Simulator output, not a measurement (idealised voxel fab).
Name of the process module below: voxel wiring stack
Displayed cross-section: cut, width of 185 nm, square cells sized 5 nm.
Cross-section spec: square-cell grid; bands listed top down; each band is one or more rows.
In this notation a band is specified by the heights of its top and bottom, in that order and in nm, after which its materials appear from left to right, each paired with its width in nm. The word "edge to edge" attached to a single material means that material fills the band from edge to edge; the word "blank" stands for empty space.
Heights are expressed relative to 0, this being the level below which the as-received wafer comprises one material exclusively. The lowest band is unbounded in the downward direction and is denoted as in "0 nm and below".
A width such as "30->40" changes by the same amount from each row of cells to the next, from the band's top row to its bottom row.
Step note "nothing changed" = no cross-section cell changed.
For the entry "Trapped void list", the listed items are empty spaces with no open way to the top whose size is 8 cells or more; each item follows the pattern width x height at distance, where distance is from the left edge and all three are in nm.
Formally, on a step line, whatever follows the settings is a remark that the simulator itself makes on the step.
The optional step-line setting "overlay nm" applies to steps with a mask and quantifies how far to the right of its planned location the mask lay, a negative value indicating leftward placement.

The planned process steps are enumerated hereunder
step 1: RECEIVE (material Si)
step 2: CONFORMAL_DEP (material SiO2; thk nm 15)
step 3: DIRECTIONAL_DEP (material TiN; thk nm 5)
step 4: DIRECTIONAL_DEP (material W; thk nm 25)
step 5: DIRECTIONAL_DEP (material aC; thk nm 10)
step 6: PATTERN (tone cover; mask id METAL_1; material resist; width nm 25; pitch nm 55; thk nm 30; overlay nm 0)
step 7: DIRECTIONAL_ETCH (etch materials aC; depth nm 10)
step 8: STRIP (etch materials resist)
step 9: DIRECTIONAL_ETCH (etch materials W; depth nm 25)
step 10: DIRECTIONAL_ETCH (etch materials TiN; depth nm 5)
step 11: STRIP (etch materials aC)
step 12: CONFORMAL_DEP (material SiN; thk nm 5)
step 13: FILL_DEP (material lowk; thk nm 5)
step 14: CMP (height nm 45)
step 15: CONFORMAL_DEP (material SiCN; thk nm 5)
step 16: DIRECTIONAL_DEP (material lowk; thk nm 20)
step 17: DIRECTIONAL_DEP (material aC; thk nm 10)
step 18: PATTERN (tone open; mask id PLUG_1; material resist; width nm 15; pitch nm 110; thk nm 25; overlay nm 0)
step 19: DIRECTIONAL_ETCH (etch materials aC; depth nm 10)
step 20: STRIP (etch materials resist)
step 21: DIRECTIONAL_ETCH (etch materials lowk; depth nm 20)
step 22: DIRECTIONAL_ETCH (etch materials SiCN; depth nm 5)
step 23: STRIP (etch materials aC)
step 24: CONFORMAL_DEP (material TiN; thk nm 5)
step 25: FILL_DEP (material W; thk nm 5)
step 26: CMP (height nm 70)
step 27: CONFORMAL_DEP (material SiN; thk nm 5)
step 28: DIRECTIONAL_DEP (material lowk; thk nm 15)
step 29: MASKED_ETCH (tone open; mask id METAL_2; width nm 25; pitch nm 55; etch materials lowk; depth nm 15; overlay nm 0)
step 30: MASKED_ETCH (tone open; mask id METAL_2; width nm 25; pitch nm 55; etch materials SiN; depth nm 5; overlay nm 0)
step 31: CONFORMAL_DEP (material TiN; thk nm 5)
step 32: FILL_DEP (material Cu; thk nm 10)
step 33: CMP (height nm 90)
step 34: EPI (material Ru; thk nm 5)
step 35: FILL_DEP (material SiCN; thk nm 5)
step 36: DIRECTIONAL_DEP (material lowk; thk nm 10)
step 37: PATTERN (tone open; mask id PLUG_2; material resist; width nm 15; pitch nm 55; thk nm 15; overlay nm 0)
step 38: DIRECTIONAL_ETCH (etch materials lowk; depth nm 10)
step 39: DIRECTIONAL_ETCH (etch materials SiCN; depth nm 5)
step 40: STRIP (etch materials resist)
step 41: CONFORMAL_DEP (material TiN; thk nm 5)
step 42: FILL_DEP (material W; thk nm 10)
step 43: CMP (height nm 110)
step 44: CONFORMAL_DEP (material SiCN; thk nm 5)
step 45: DIRECTIONAL_DEP (material lowk; thk nm 15)
step 46: MASKED_ETCH (tone open; mask id METAL_3; width nm 25; pitch nm 55; etch materials lowk; depth nm 15; overlay nm 0)
step 47: MASKED_ETCH (tone open; mask id METAL_3; width nm 25; pitch nm 55; etch materials SiCN; depth nm 5; overlay nm 0)
step 48: CONFORMAL_DEP (material TiN; thk nm 5)
step 49: FILL_DEP (material Ru; thk nm 10)
step 50: CMP (height nm 130)
step 51: EPI (material Ru; thk nm 5)
step 52: FILL_DEP (material SiCN; thk nm 5)

Incoming wafer, cross-sectional view, post step 1
* 0 nm and below = Si edge to edge
* Trapped void list: none

This is how the wafer looks in cross-section once the module is done, given the starting state and plan above and one mistake in carrying the plan out
* 140 nm to 135 nm = SiCN edge to edge
* 135 nm to 130 nm = 20 nm SiCN  35 nm Ru  20 nm SiCN  35 nm Ru  20 nm SiCN  35 nm Ru  20 nm SiCN
* 130 nm to 115 nm = 25 nm lowk  5 nm TiN  15 nm Ru  5 nm TiN  30 nm lowk  5 nm TiN  15 nm Ru  5 nm TiN  30 nm lowk  5 nm TiN  15 nm Ru  5 nm TiN  25 nm lowk
* 115 nm to 110 nm = 25 nm SiCN  25 nm TiN  30 nm SiCN  25 nm TiN  30 nm SiCN  25 nm TiN  25 nm SiCN
* 110 nm to 100 nm = 25 nm lowk  5 nm TiN  5 nm W  5 nm TiN  40 nm lowk  5 nm TiN  5 nm W  5 nm TiN  40 nm lowk  5 nm TiN  5 nm W  5 nm TiN  35 nm lowk
* 100 nm to 95 nm = 25 nm SiCN  15 nm TiN  40 nm SiCN  15 nm TiN  40 nm SiCN  15 nm TiN  35 nm SiCN
* 95 nm to 90 nm = 20 nm SiCN  35 nm Ru  20 nm SiCN  35 nm Ru  20 nm SiCN  35 nm Ru  20 nm SiCN
* 90 nm to 85 nm = 25 nm SiN  25 nm TiN  30 nm SiN  25 nm TiN  30 nm SiN  25 nm TiN  25 nm SiN
* 85 nm to 70 nm = lowk edge to edge
* 70 nm to 50 nm = 25 nm lowk  5 nm TiN  5 nm W  5 nm TiN  95 nm lowk  5 nm TiN  5 nm W  5 nm TiN  35 nm lowk
* 50 nm to 45 nm = 25 nm SiCN  15 nm TiN  95 nm SiCN  15 nm TiN  35 nm SiCN
* 45 nm to 20 nm = 20 nm lowk  5 nm SiN  25 nm W  5 nm SiN  20 nm lowk  5 nm SiN  25 nm W  5 nm SiN  20 nm lowk  5 nm SiN  25 nm W  5 nm SiN  20 nm lowk
* 20 nm to 15 nm = 25 nm SiN  25 nm TiN  30 nm SiN  25 nm TiN  30 nm SiN  25 nm TiN  25 nm SiN
* 15 nm to 0 nm = SiO2 edge to edge
* 0 nm and below = Si edge to edge
* Trapped void list: none
It is concluded that the wafer was processed incorrectly with respect to the plan, in that steps 27 and 28 were swapped
